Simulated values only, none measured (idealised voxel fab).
process module | voxel transistor to metal
cross-section cut | 200 nm wide | cells 5 nm
A cross-section is a grid of square cells, given in bands from the top down. A band is one or more rows of cells.
Each band's line starts with the height of the band's top and of its bottom, in nm. Then come its materials from left to right, each with its width in nm. One material with "throughout" fills the band from edge to edge. "air" is empty space.
Height 0 is the level under which the wafer as received is all one material. The lowest band goes on downwards, as in "0 down".
A width such as "30 to 40" changes by the same amount from each row of cells to the next, from the band's top row to its bottom row.
"no change" after a step means that no cell of the cross-section changed.
closed voids: empty space of 8 cells or more with no open way to the top, each as width x height at its distance from the left edge, in nm
after a step's settings: what the simulator itself notes on the step
overlay nm, on a step with a mask: how far to the right of its planned place the mask lay; to the left if negative
plan
1 op RECEIVE | material Si
2 op CONFORMAL_DEP | material SiO2 | thk nm 5
3 op CONFORMAL_DEP | material SiN | thk nm 15
4 op DIRECTIONAL_DEP | material aC | thk nm 15
5 op PATTERN | tone cover | mask id ACTIVE | material resist | width nm 125 | thk nm 35 | overlay nm 0
6 op DIRECTIONAL_ETCH | etch materials aC | depth nm 15
7 op STRIP | etch materials resist
8 op DIRECTIONAL_ETCH | etch materials SiN | depth nm 15
9 op DIRECTIONAL_ETCH | etch materials SiO2 | depth nm 5
10 op DIRECTIONAL_ETCH | etch materials Si | depth nm 25
11 op STRIP | etch materials aC
12 op OXIDIZE | depth nm 5
13 op FILL_DEP | material SiO2 | thk nm 5
14 op CMP | height nm 20
15 op SELECTIVE_ETCH | etch materials SiO2 | depth nm 5
16 op STRIP | etch materials SiN
17 op SELECTIVE_ETCH | etch materials SiO2 | depth nm 5
18 op OXIDIZE | depth nm 5
19 op DIRECTIONAL_DEP | material polySi | thk nm 30
20 op DIRECTIONAL_DEP | material SiCN | thk nm 15
21 op PATTERN | tone cover | mask id GATE | material resist | width nm 25 | thk nm 15 | overlay nm 0
22 op DIRECTIONAL_ETCH | etch materials SiCN | depth nm 25
23 op DIRECTIONAL_ETCH | etch materials polySi | depth nm 40
24 op STRIP | etch materials resist
25 op CONFORMAL_DEP | material SiO2 | thk nm 5
26 op DIRECTIONAL_ETCH | etch materials SiO2 | depth nm 5
27 op CONFORMAL_DEP | material SiN | thk nm 5
28 op DIRECTIONAL_ETCH | etch materials SiN | depth nm 5
29 op DIRECTIONAL_ETCH | etch materials SiO2 | depth nm 5
30 op DIRECTIONAL_ETCH | etch materials Si | depth nm 15
31 op EPI | material SiGe | thk nm 20
32 op FILL_DEP | material SiO2 | thk nm 10
33 op CMP | height nm 45
34 op DIRECTIONAL_DEP | material SiO2 | thk nm 15
35 op MASKED_ETCH | tone open | mask id CONTACT | width nm 20 | pitch nm 85 | etch materials SiO2 | depth nm 60 | overlay nm 0
36 op CONFORMAL_DEP | material TiN | thk nm 5
37 op FILL_DEP | material Ru | thk nm 10
38 op CMP | height nm 60
39 op CONFORMAL_DEP | material SiCN | thk nm 5
40 op DIRECTIONAL_DEP | material SiO2 | thk nm 25
41 op DIRECTIONAL_DEP | material aC | thk nm 15
42 op PATTERN | tone open | mask id METAL_1 | material resist | width nm 20 | pitch nm 85 | thk nm 30 | overlay nm 0
43 op DIRECTIONAL_ETCH | etch materials aC | depth nm 15
44 op STRIP | etch materials resist
45 op DIRECTIONAL_ETCH | etch materials SiO2 | depth nm 25
46 op DIRECTIONAL_ETCH | etch materials SiCN | depth nm 5
47 op STRIP | etch materials aC
48 op CONFORMAL_DEP | material TiN | thk nm 5
49 op FILL_DEP | material Ru | thk nm 10
50 op CMP | height nm 90
51 op CONFORMAL_DEP | material SiCN | thk nm 5
first wafer, as planned
as received, after step 1
  0 down: Si throughout
  closed voids: none
after step 2
  5 to 0: SiO2 throughout
  below 0: unchanged
after step 3
  20 to 5: SiN throughout
  below 5: unchanged
after step 4
  35 to 20: aC throughout
  below 20: unchanged
after step 5
  70 to 35: air 35 | resist 125 | air 40
  below 35: unchanged
after step 6
  55 to 35: air 35 | resist 125 | air 40
  35 to 20: air 35 | aC 125 | air 40
  below 20: unchanged
after step 7
  35 to 20: air 35 | aC 125 | air 40
  below 20: unchanged
after step 8
  35 to 20: air 35 | aC 125 | air 40
  20 to 5: air 35 | SiN 125 | air 40
  below 5: unchanged
after step 9
  35 to 20: air 35 | aC 125 | air 40
  20 to 5: air 35 | SiN 125 | air 40
  5 to 0: air 35 | SiO2 125 | air 40
  below 0: unchanged
after step 10
  35 to 20: air 35 | aC 125 | air 40
  20 to 5: air 35 | SiN 125 | air 40
  5 to 0: air 35 | SiO2 125 | air 40
  0 to -25: air 35 | Si 125 | air 40
  below -25: unchanged
after step 11
  20 to 5: air 35 | SiN 125 | air 40
  below 5: unchanged
after step 12
  20 to 5: air 35 | SiN 125 | air 40
  5 to 0: air 35 | SiO2 125 | air 40
  0 to -25: air 35 | SiO2 5 | Si 115 | SiO2 5 | air 40
  -25 to -30: SiO2 40 | Si 115 | SiO2 45
  below -30: unchanged
after step 13
  25 to 20: SiO2 throughout
  20 to 5: SiO2 35 | SiN 125 | SiO2 40
  5 to 0: SiO2 throughout
  0 to -30: SiO2 40 | Si 115 | SiO2 45
  below -30: unchanged
after step 14
  20 to 5: SiO2 35 | SiN 125 | SiO2 40
  below 5: unchanged
after step 15
  20 to 15: air 35 | SiN 125 | air 40
  below 15: unchanged
after step 16
  15 to 5: SiO2 35 | air 125 | SiO2 40
  below 5: unchanged
after step 17
  10 to 0: SiO2 30 | air 135 | SiO2 35
  below 0: unchanged
after step 18
  10 to 0: SiO2 30 | air 135 | SiO2 35
  0 to -5: SiO2 throughout
  below -5: unchanged
after step 19
  40 to 30: polySi 30 | air 135 | polySi 35
  30 to 10: polySi throughout
  10 to 0: SiO2 30 | polySi 135 | SiO2 35
  below 0: unchanged
after step 20
  55 to 45: SiCN 30 | air 135 | SiCN 35
  45 to 40: SiCN throughout
  40 to 30: polySi 30 | SiCN 135 | polySi 35
  below 30: unchanged
after step 21
  70 to 55: air 85 | resist 25 | air 90
  55 to 45: SiCN 30 | air 55 | resist 25 | air 55 | SiCN 35
  below 45: unchanged
after step 22
  70 to 45: air 85 | resist 25 | air 90
  45 to 40: air 85 | SiCN 25 | air 90
  40 to 30: polySi 30 | air 55 | SiCN 25 | air 55 | polySi 35
  below 30: unchanged
after step 23
  70 to 45: air 85 | resist 25 | air 90
  45 to 30: air 85 | SiCN 25 | air 90
  30 to 10: air 85 | polySi 25 | air 90
  10 to 0: SiO2 30 | air 55 | polySi 25 | air 55 | SiO2 35
  below 0: unchanged
after step 24
  45 to 30: air 85 | SiCN 25 | air 90
  below 30: unchanged
after step 25
  50 to 45: air 80 | SiO2 35 | air 85
  45 to 30: air 80 | SiO2 5 | SiCN 25 | SiO2 5 | air 85
  30 to 15: air 80 | SiO2 5 | polySi 25 | SiO2 5 | air 85
  15 to 5: SiO2 35 | air 45 | SiO2 5 | polySi 25 | SiO2 5 | air 45 | SiO2 40
  5 to 0: SiO2 85 | polySi 25 | SiO2 90
  below 0: unchanged
after step 26
  45 to 30: air 80 | SiO2 5 | SiCN 25 | SiO2 5 | air 85
  30 to 10: air 80 | SiO2 5 | polySi 25 | SiO2 5 | air 85
  10 to 0: SiO2 35 | air 45 | SiO2 5 | polySi 25 | SiO2 5 | air 45 | SiO2 40
  below 0: unchanged
after step 27
  50 to 45: air 75 | SiN 45 | air 80
  45 to 30: air 75 | SiN 5 | SiO2 5 | SiCN 25 | SiO2 5 | SiN 5 | air 80
  30 to 15: air 75 | SiN 5 | SiO2 5 | polySi 25 | SiO2 5 | SiN 5 | air 80
  15 to 10: SiN 40 | air 35 | SiN 5 | SiO2 5 | polySi 25 | SiO2 5 | SiN 5 | air 35 | SiN 45
  10 to 5: SiO2 35 | SiN 5 | air 35 | SiN 5 | SiO2 5 | polySi 25 | SiO2 5 | SiN 5 | air 35 | SiN 5 | SiO2 40
  5 to 0: SiO2 35 | SiN 45 | SiO2 5 | polySi 25 | SiO2 5 | SiN 45 | SiO2 40
  below 0: unchanged
after step 28
  45 to 30: air 75 | SiN 5 | SiO2 5 | SiCN 25 | SiO2 5 | SiN 5 | air 80
  30 to 10: air 75 | SiN 5 | SiO2 5 | polySi 25 | SiO2 5 | SiN 5 | air 80
  10 to 0: SiO2 35 | SiN 5 | air 35 | SiN 5 | SiO2 5 | polySi 25 | SiO2 5 | SiN 5 | air 35 | SiN 5 | SiO2 40
  below 0: unchanged
after step 29
  45 to 40: air 75 | SiN 5 | air 5 | SiCN 25 | air 5 | SiN 5 | air 80
  40 to 30: air 75 | SiN 5 | SiO2 5 | SiCN 25 | SiO2 5 | SiN 5 | air 80
  30 to 10: air 75 | SiN 5 | SiO2 5 | polySi 25 | SiO2 5 | SiN 5 | air 80
  10 to 5: air 35 | SiN 5 | air 35 | SiN 5 | SiO2 5 | polySi 25 | SiO2 5 | SiN 5 | air 35 | SiN 5 | air 40
  5 to 0: SiO2 35 | SiN 5 | air 35 | SiN 5 | SiO2 5 | polySi 25 | SiO2 5 | SiN 5 | air 35 | SiN 5 | SiO2 40
  0 to -5: SiO2 40 | air 35 | SiO2 45 | air 35 | SiO2 45
  below -5: unchanged
after step 30
  45 to 40: air 75 | SiN 5 | air 5 | SiCN 25 | air 5 | SiN 5 | air 80
  40 to 30: air 75 | SiN 5 | SiO2 5 | SiCN 25 | SiO2 5 | SiN 5 | air 80
  30 to 10: air 75 | SiN 5 | SiO2 5 | polySi 25 | SiO2 5 | SiN 5 | air 80
  10 to 5: air 35 | SiN 5 | air 35 | SiN 5 | SiO2 5 | polySi 25 | SiO2 5 | SiN 5 | air 35 | SiN 5 | air 40
  5 to 0: SiO2 35 | SiN 5 | air 35 | SiN 5 | SiO2 5 | polySi 25 | SiO2 5 | SiN 5 | air 35 | SiN 5 | SiO2 40
  0 to -5: SiO2 40 | air 35 | SiO2 45 | air 35 | SiO2 45
  -5 to -20: SiO2 40 | air 35 | Si 45 | air 35 | SiO2 45
  below -20: unchanged
after step 31
  45 to 40: air 75 | SiN 5 | air 5 | SiCN 25 | air 5 | SiN 5 | air 80
  40 to 30: air 75 | SiN 5 | SiO2 5 | SiCN 25 | SiO2 5 | SiN 5 | air 80
  30 to 15: air 75 | SiN 5 | SiO2 5 | polySi 25 | SiO2 5 | SiN 5 | air 80
  15 to 10: air 55 | SiGe 20 | SiN 5 | SiO2 5 | polySi 25 | SiO2 5 | SiN 5 | SiGe 20 | air 60
  10 to 5: air 35 | SiN 5 | air 15 | SiGe 20 | SiN 5 | SiO2 5 | polySi 25 | SiO2 5 | SiN 5 | SiGe 20 | air 15 | SiN 5 | air 40
  5 to 0: SiO2 35 | SiN 5 | air 15 | SiGe 20 | SiN 5 | SiO2 5 | polySi 25 | SiO2 5 | SiN 5 | SiGe 20 | air 15 | SiN 5 | SiO2 40
  0 to -5: SiO2 40 | SiGe 35 | SiO2 45 | SiGe 35 | SiO2 45
  -5 to -20: SiO2 40 | SiGe 35 | Si 45 | SiGe 35 | SiO2 45
  below -20: unchanged
after step 32
  55 to 45: SiO2 throughout
  45 to 30: SiO2 75 | SiN 5 | SiO2 5 | SiCN 25 | SiO2 5 | SiN 5 | SiO2 80
  30 to 15: SiO2 75 | SiN 5 | SiO2 5 | polySi 25 | SiO2 5 | SiN 5 | SiO2 80
  15 to 10: SiO2 55 | SiGe 20 | SiN 5 | SiO2 5 | polySi 25 | SiO2 5 | SiN 5 | SiGe 20 | SiO2 60
  10 to 0: SiO2 35 | SiN 5 | SiO2 15 | SiGe 20 | SiN 5 | SiO2 5 | polySi 25 | SiO2 5 | SiN 5 | SiGe 20 | SiO2 15 | SiN 5 | SiO2 40
  below 0: unchanged
after step 33
  45 to 30: SiO2 75 | SiN 5 | SiO2 5 | SiCN 25 | SiO2 5 | SiN 5 | SiO2 80
  below 30: unchanged
after step 34
  60 to 45: SiO2 throughout
  below 45: unchanged
after step 35
  60 to 45: SiO2 45 | air 20 | SiO2 65 | air 20 | SiO2 50
  45 to 30: SiO2 45 | air 20 | SiO2 10 | SiN 5 | SiO2 5 | SiCN 25 | SiO2 5 | SiN 5 | SiO2 10 | air 20 | SiO2 50
  30 to 15: SiO2 45 | air 20 | SiO2 10 | SiN 5 | SiO2 5 | polySi 25 | SiO2 5 | SiN 5 | SiO2 10 | air 20 | SiO2 50
  15 to 10: SiO2 45 | air 10 | SiGe 20 | SiN 5 | SiO2 5 | polySi 25 | SiO2 5 | SiN 5 | SiGe 20 | air 10 | SiO2 50
  10 to 0: SiO2 35 | SiN 5 | SiO2 5 | air 10 | SiGe 20 | SiN 5 | SiO2 5 | polySi 25 | SiO2 5 | SiN 5 | SiGe 20 | air 10 | SiO2 5 | SiN 5 | SiO2 40
  below 0: unchanged
after step 36
  65 to 60: TiN 50 | air 10 | TiN 75 | air 10 | TiN 55
  60 to 45: SiO2 45 | TiN 5 | air 10 | TiN 5 | SiO2 65 | TiN 5 | air 10 | TiN 5 | SiO2 50
  45 to 30: SiO2 45 | TiN 5 | air 10 | TiN 5 | SiO2 10 | SiN 5 | SiO2 5 | SiCN 25 | SiO2 5 | SiN 5 | SiO2 10 | TiN 5 | air 10 | TiN 5 | SiO2 50
  30 to 20: SiO2 45 | TiN 5 | air 10 | TiN 5 | SiO2 10 | SiN 5 | SiO2 5 | polySi 25 | SiO2 5 | SiN 5 | SiO2 10 | TiN 5 | air 10 | TiN 5 | SiO2 50
  20 to 15: SiO2 45 | TiN 20 | SiO2 10 | SiN 5 | SiO2 5 | polySi 25 | SiO2 5 | SiN 5 | SiO2 10 | TiN 20 | SiO2 50
  15 to 10: SiO2 45 | TiN 10 | SiGe 20 | SiN 5 | SiO2 5 | polySi 25 | SiO2 5 | SiN 5 | SiGe 20 | TiN 10 | SiO2 50
  10 to 0: SiO2 35 | SiN 5 | SiO2 5 | TiN 10 | SiGe 20 | SiN 5 | SiO2 5 | polySi 25 | SiO2 5 | SiN 5 | SiGe 20 | TiN 10 | SiO2 5 | SiN 5 | SiO2 40
  below 0: unchanged
after step 37
  75 to 65: Ru throughout
  65 to 60: TiN 50 | Ru 10 | TiN 75 | Ru 10 | TiN 55
  60 to 45: SiO2 45 | TiN 5 | Ru 10 | TiN 5 | SiO2 65 | TiN 5 | Ru 10 | TiN 5 | SiO2 50
  45 to 30: SiO2 45 | TiN 5 | Ru 10 | TiN 5 | SiO2 10 | SiN 5 | SiO2 5 | SiCN 25 | SiO2 5 | SiN 5 | SiO2 10 | TiN 5 | Ru 10 | TiN 5 | SiO2 50
  30 to 20: SiO2 45 | TiN 5 | Ru 10 | TiN 5 | SiO2 10 | SiN 5 | SiO2 5 | polySi 25 | SiO2 5 | SiN 5 | SiO2 10 | TiN 5 | Ru 10 | TiN 5 | SiO2 50
  below 20: unchanged
after step 38
  60 to 45: SiO2 45 | TiN 5 | Ru 10 | TiN 5 | SiO2 65 | TiN 5 | Ru 10 | TiN 5 | SiO2 50
  below 45: unchanged
after step 39
  65 to 60: SiCN throughout
  below 60: unchanged
after step 40
  90 to 65: SiO2 throughout
  below 65: unchanged
after step 41
  105 to 90: aC throughout
  below 90: unchanged
after step 42
  135 to 105: resist 45 | air 20 | resist 65 | air 20 | resist 50
  below 105: unchanged
after step 43
  120 to 105: resist 45 | air 20 | resist 65 | air 20 | resist 50
  105 to 90: aC 45 | air 20 | aC 65 | air 20 | aC 50
  below 90: unchanged
after step 44
  105 to 90: aC 45 | air 20 | aC 65 | air 20 | aC 50
  below 90: unchanged
after step 45
  105 to 90: aC 45 | air 20 | aC 65 | air 20 | aC 50
  90 to 65: SiO2 45 | air 20 | SiO2 65 | air 20 | SiO2 50
  below 65: unchanged
after step 46
  105 to 90: aC 45 | air 20 | aC 65 | air 20 | aC 50
  90 to 65: SiO2 45 | air 20 | SiO2 65 | air 20 | SiO2 50
  65 to 60: SiCN 45 | air 20 | SiCN 65 | air 20 | SiCN 50
  below 60: unchanged
after step 47
  90 to 65: SiO2 45 | air 20 | SiO2 65 | air 20 | SiO2 50
  below 65: unchanged
after step 48
  95 to 90: TiN 50 | air 10 | TiN 75 | air 10 | TiN 55
  90 to 65: SiO2 45 | TiN 5 | air 10 | TiN 5 | SiO2 65 | TiN 5 | air 10 | TiN 5 | SiO2 50
  65 to 60: SiCN 45 | TiN 20 | SiCN 65 | TiN 20 | SiCN 50
  below 60: unchanged
after step 49
  105 to 95: Ru throughout
  95 to 90: TiN 50 | Ru 10 | TiN 75 | Ru 10 | TiN 55
  90 to 65: SiO2 45 | TiN 5 | Ru 10 | TiN 5 | SiO2 65 | TiN 5 | Ru 10 | TiN 5 | SiO2 50
  below 65: unchanged
after step 50
  90 to 65: SiO2 45 | TiN 5 | Ru 10 | TiN 5 | SiO2 65 | TiN 5 | Ru 10 | TiN 5 | SiO2 50
  below 65: unchanged
after step 51
  95 to 90: SiCN throughout
  below 90: unchanged
second wafer: like start, like plan, one mistake. Through step 20 it matches the first wafer
when step 21 should have ended
  70 to 55: air 95 | resist 25 | air 80
  55 to 45: SiCN 30 | air 65 | resist 25 | air 45 | SiCN 35
  below 45: unchanged
when step 22 should have ended
  70 to 45: air 95 | resist 25 | air 80
  45 to 40: air 95 | SiCN 25 | air 80
  40 to 30: polySi 30 | air 65 | SiCN 25 | air 45 | polySi 35
  below 30: unchanged
when step 23 should have ended
  70 to 45: air 95 | resist 25 | air 80
  45 to 30: air 95 | SiCN 25 | air 80
  30 to 10: air 95 | polySi 25 | air 80
  10 to 0: SiO2 30 | air 65 | polySi 25 | air 45 | SiO2 35
  below 0: unchanged
when step 24 should have ended
  45 to 30: air 95 | SiCN 25 | air 80
  below 30: unchanged
when step 25 should have ended
  50 to 45: air 90 | SiO2 35 | air 75
  45 to 30: air 90 | SiO2 5 | SiCN 25 | SiO2 5 | air 75
  30 to 15: air 90 | SiO2 5 | polySi 25 | SiO2 5 | air 75
  15 to 5: SiO2 35 | air 55 | SiO2 5 | polySi 25 | SiO2 5 | air 35 | SiO2 40
  5 to 0: SiO2 95 | polySi 25 | SiO2 80
  below 0: unchanged
when step 26 should have ended
  45 to 30: air 90 | SiO2 5 | SiCN 25 | SiO2 5 | air 75
  30 to 10: air 90 | SiO2 5 | polySi 25 | SiO2 5 | air 75
  10 to 0: SiO2 35 | air 55 | SiO2 5 | polySi 25 | SiO2 5 | air 35 | SiO2 40
  below 0: unchanged
when step 27 should have ended
  50 to 45: air 85 | SiN 45 | air 70
  45 to 30: air 85 | SiN 5 | SiO2 5 | SiCN 25 | SiO2 5 | SiN 5 | air 70
  30 to 15: air 85 | SiN 5 | SiO2 5 | polySi 25 | SiO2 5 | SiN 5 | air 70
  15 to 10: SiN 40 | air 45 | SiN 5 | SiO2 5 | polySi 25 | SiO2 5 | SiN 5 | air 25 | SiN 45
  10 to 5: SiO2 35 | SiN 5 | air 45 | SiN 5 | SiO2 5 | polySi 25 | SiO2 5 | SiN 5 | air 25 | SiN 5 | SiO2 40
  5 to 0: SiO2 35 | SiN 55 | SiO2 5 | polySi 25 | SiO2 5 | SiN 35 | SiO2 40
  below 0: unchanged
when step 28 should have ended
  45 to 30: air 85 | SiN 5 | SiO2 5 | SiCN 25 | SiO2 5 | SiN 5 | air 70
  30 to 10: air 85 | SiN 5 | SiO2 5 | polySi 25 | SiO2 5 | SiN 5 | air 70
  10 to 0: SiO2 35 | SiN 5 | air 45 | SiN 5 | SiO2 5 | polySi 25 | SiO2 5 | SiN 5 | air 25 | SiN 5 | SiO2 40
  below 0: unchanged
when step 29 should have ended
  45 to 40: air 85 | SiN 5 | air 5 | SiCN 25 | air 5 | SiN 5 | air 70
  40 to 30: air 85 | SiN 5 | SiO2 5 | SiCN 25 | SiO2 5 | SiN 5 | air 70
  30 to 10: air 85 | SiN 5 | SiO2 5 | polySi 25 | SiO2 5 | SiN 5 | air 70
  10 to 5: air 35 | SiN 5 | air 45 | SiN 5 | SiO2 5 | polySi 25 | SiO2 5 | SiN 5 | air 25 | SiN 5 | air 40
  5 to 0: SiO2 35 | SiN 5 | air 45 | SiN 5 | SiO2 5 | polySi 25 | SiO2 5 | SiN 5 | air 25 | SiN 5 | SiO2 40
  0 to -5: SiO2 40 | air 45 | SiO2 45 | air 25 | SiO2 45
  below -5: unchanged
when step 30 should have ended
  45 to 40: air 85 | SiN 5 | air 5 | SiCN 25 | air 5 | SiN 5 | air 70
  40 to 30: air 85 | SiN 5 | SiO2 5 | SiCN 25 | SiO2 5 | SiN 5 | air 70
  30 to 10: air 85 | SiN 5 | SiO2 5 | polySi 25 | SiO2 5 | SiN 5 | air 70
  10 to 5: air 35 | SiN 5 | air 45 | SiN 5 | SiO2 5 | polySi 25 | SiO2 5 | SiN 5 | air 25 | SiN 5 | air 40
  5 to 0: SiO2 35 | SiN 5 | air 45 | SiN 5 | SiO2 5 | polySi 25 | SiO2 5 | SiN 5 | air 25 | SiN 5 | SiO2 40
  0 to -5: SiO2 40 | air 45 | SiO2 45 | air 25 | SiO2 45
  -5 to -20: SiO2 40 | air 45 | Si 45 | air 25 | SiO2 45
  below -20: unchanged
when step 31 should have ended
  45 to 40: air 85 | SiN 5 | air 5 | SiCN 25 | air 5 | SiN 5 | air 70
  40 to 30: air 85 | SiN 5 | SiO2 5 | SiCN 25 | SiO2 5 | SiN 5 | air 70
  30 to 15: air 85 | SiN 5 | SiO2 5 | polySi 25 | SiO2 5 | SiN 5 | air 70
  15 to 10: air 65 | SiGe 20 | SiN 5 | SiO2 5 | polySi 25 | SiO2 5 | SiN 5 | SiGe 20 | air 50
  10 to 5: air 35 | SiN 5 | air 25 | SiGe 20 | SiN 5 | SiO2 5 | polySi 25 | SiO2 5 | SiN 5 | SiGe 20 | air 5 | SiN 5 | air 40
  5 to 0: SiO2 35 | SiN 5 | air 25 | SiGe 20 | SiN 5 | SiO2 5 | polySi 25 | SiO2 5 | SiN 5 | SiGe 20 | air 5 | SiN 5 | SiO2 40
  0 to -5: SiO2 40 | SiGe 45 | SiO2 45 | SiGe 25 | SiO2 45
  -5 to -20: SiO2 40 | SiGe 45 | Si 45 | SiGe 25 | SiO2 45
  below -20: unchanged
when step 32 should have ended
  55 to 45: SiO2 throughout
  45 to 30: SiO2 85 | SiN 5 | SiO2 5 | SiCN 25 | SiO2 5 | SiN 5 | SiO2 70
  30 to 15: SiO2 85 | SiN 5 | SiO2 5 | polySi 25 | SiO2 5 | SiN 5 | SiO2 70
  15 to 10: SiO2 65 | SiGe 20 | SiN 5 | SiO2 5 | polySi 25 | SiO2 5 | SiN 5 | SiGe 20 | SiO2 50
  10 to 0: SiO2 35 | SiN 5 | SiO2 25 | SiGe 20 | SiN 5 | SiO2 5 | polySi 25 | SiO2 5 | SiN 5 | SiGe 20 | SiO2 5 | SiN 5 | SiO2 40
  below 0: unchanged
when step 33 should have ended
  45 to 30: SiO2 85 | SiN 5 | SiO2 5 | SiCN 25 | SiO2 5 | SiN 5 | SiO2 70
  below 30: unchanged
when step 34 should have ended
  60 to 45: SiO2 throughout
  below 45: unchanged
when step 35 should have ended
  60 to 45: SiO2 45 | air 20 | SiO2 65 | air 20 | SiO2 50
  45 to 30: SiO2 45 | air 20 | SiO2 20 | SiN 5 | SiO2 5 | SiCN 25 | SiO2 5 | SiN 5 | air 20 | SiO2 50
  30 to 15: SiO2 45 | air 20 | SiO2 20 | SiN 5 | SiO2 5 | polySi 25 | SiO2 5 | SiN 5 | air 20 | SiO2 50
  15 to 10: SiO2 45 | air 20 | SiGe 20 | SiN 5 | SiO2 5 | polySi 25 | SiO2 5 | SiN 5 | SiGe 20 | SiO2 50
  10 to 0: SiO2 35 | SiN 5 | SiO2 5 | air 20 | SiGe 20 | SiN 5 | SiO2 5 | polySi 25 | SiO2 5 | SiN 5 | SiGe 20 | SiO2 5 | SiN 5 | SiO2 40
  below 0: unchanged
when step 36 should have ended
  65 to 60: TiN 50 | air 10 | TiN 75 | air 10 | TiN 55
  60 to 45: SiO2 45 | TiN 5 | air 10 | TiN 5 | SiO2 65 | TiN 5 | air 10 | TiN 5 | SiO2 50
  45 to 30: SiO2 45 | TiN 5 | air 10 | TiN 5 | SiO2 20 | SiN 5 | SiO2 5 | SiCN 25 | SiO2 5 | SiN 5 | TiN 5 | air 10 | TiN 5 | SiO2 50
  30 to 20: SiO2 45 | TiN 5 | air 10 | TiN 5 | SiO2 20 | SiN 5 | SiO2 5 | polySi 25 | SiO2 5 | SiN 5 | TiN 5 | air 10 | TiN 5 | SiO2 50
  20 to 15: SiO2 45 | TiN 5 | air 10 | TiN 5 | SiO2 20 | SiN 5 | SiO2 5 | polySi 25 | SiO2 5 | SiN 5 | TiN 20 | SiO2 50
  15 to 10: SiO2 45 | TiN 5 | air 10 | TiN 5 | SiGe 20 | SiN 5 | SiO2 5 | polySi 25 | SiO2 5 | SiN 5 | SiGe 20 | SiO2 50
  10 to 5: SiO2 35 | SiN 5 | SiO2 5 | TiN 5 | air 10 | TiN 5 | SiGe 20 | SiN 5 | SiO2 5 | polySi 25 | SiO2 5 | SiN 5 | SiGe 20 | SiO2 5 | SiN 5 | SiO2 40
  5 to 0: SiO2 35 | SiN 5 | SiO2 5 | TiN 20 | SiGe 20 | SiN 5 | SiO2 5 | polySi 25 | SiO2 5 | SiN 5 | SiGe 20 | SiO2 5 | SiN 5 | SiO2 40
  below 0: unchanged
when step 37 should have ended
  75 to 65: Ru throughout
  65 to 60: TiN 50 | Ru 10 | TiN 75 | Ru 10 | TiN 55
  60 to 45: SiO2 45 | TiN 5 | Ru 10 | TiN 5 | SiO2 65 | TiN 5 | Ru 10 | TiN 5 | SiO2 50
  45 to 30: SiO2 45 | TiN 5 | Ru 10 | TiN 5 | SiO2 20 | SiN 5 | SiO2 5 | SiCN 25 | SiO2 5 | SiN 5 | TiN 5 | Ru 10 | TiN 5 | SiO2 50
  30 to 20: SiO2 45 | TiN 5 | Ru 10 | TiN 5 | SiO2 20 | SiN 5 | SiO2 5 | polySi 25 | SiO2 5 | SiN 5 | TiN 5 | Ru 10 | TiN 5 | SiO2 50
  20 to 15: SiO2 45 | TiN 5 | Ru 10 | TiN 5 | SiO2 20 | SiN 5 | SiO2 5 | polySi 25 | SiO2 5 | SiN 5 | TiN 20 | SiO2 50
  15 to 10: SiO2 45 | TiN 5 | Ru 10 | TiN 5 | SiGe 20 | SiN 5 | SiO2 5 | polySi 25 | SiO2 5 | SiN 5 | SiGe 20 | SiO2 50
  10 to 5: SiO2 35 | SiN 5 | SiO2 5 | TiN 5 | Ru 10 | TiN 5 | SiGe 20 | SiN 5 | SiO2 5 | polySi 25 | SiO2 5 | SiN 5 | SiGe 20 | SiO2 5 | SiN 5 | SiO2 40
  below 5: unchanged
when step 38 should have ended
  60 to 45: SiO2 45 | TiN 5 | Ru 10 | TiN 5 | SiO2 65 | TiN 5 | Ru 10 | TiN 5 | SiO2 50
  below 45: unchanged
when step 39 should have ended
  65 to 60: SiCN throughout
  below 60: unchanged
when step 40 should have ended
  90 to 65: SiO2 throughout
  below 65: unchanged
when step 41 should have ended
  105 to 90: aC throughout
  below 90: unchanged
when step 42 should have ended
  135 to 105: resist 45 | air 20 | resist 65 | air 20 | resist 50
  below 105: unchanged
when step 43 should have ended
  120 to 105: resist 45 | air 20 | resist 65 | air 20 | resist 50
  105 to 90: aC 45 | air 20 | aC 65 | air 20 | aC 50
  below 90: unchanged
when step 44 should have ended
  105 to 90: aC 45 | air 20 | aC 65 | air 20 | aC 50
  below 90: unchanged
when step 45 should have ended
  105 to 90: aC 45 | air 20 | aC 65 | air 20 | aC 50
  90 to 65: SiO2 45 | air 20 | SiO2 65 | air 20 | SiO2 50
  below 65: unchanged
when step 46 should have ended
  105 to 90: aC 45 | air 20 | aC 65 | air 20 | aC 50
  90 to 65: SiO2 45 | air 20 | SiO2 65 | air 20 | SiO2 50
  65 to 60: SiCN 45 | air 20 | SiCN 65 | air 20 | SiCN 50
  below 60: unchanged
when step 47 should have ended
  90 to 65: SiO2 45 | air 20 | SiO2 65 | air 20 | SiO2 50
  below 65: unchanged
when step 48 should have ended
  95 to 90: TiN 50 | air 10 | TiN 75 | air 10 | TiN 55
  90 to 65: SiO2 45 | TiN 5 | air 10 | TiN 5 | SiO2 65 | TiN 5 | air 10 | TiN 5 | SiO2 50
  65 to 60: SiCN 45 | TiN 20 | SiCN 65 | TiN 20 | SiCN 50
  below 60: unchanged
when step 49 should have ended
  105 to 95: Ru throughout
  95 to 90: TiN 50 | Ru 10 | TiN 75 | Ru 10 | TiN 55
  90 to 65: SiO2 45 | TiN 5 | Ru 10 | TiN 5 | SiO2 65 | TiN 5 | Ru 10 | TiN 5 | SiO2 50
  below 65: unchanged
when step 50 should have ended
  90 to 65: SiO2 45 | TiN 5 | Ru 10 | TiN 5 | SiO2 65 | TiN 5 | Ru 10 | TiN 5 | SiO2 50
  below 65: unchanged
when step 51 should have ended
  95 to 90: SiCN throughout
  below 90: unchanged
what went wrong: step 21 ran as: op PATTERN | tone cover | mask id GATE | material resist | width nm 25 | thk nm 15 | overlay nm 10
at the end the second wafer has, in cells: 6 more of Ru | 6 fewer of TiN
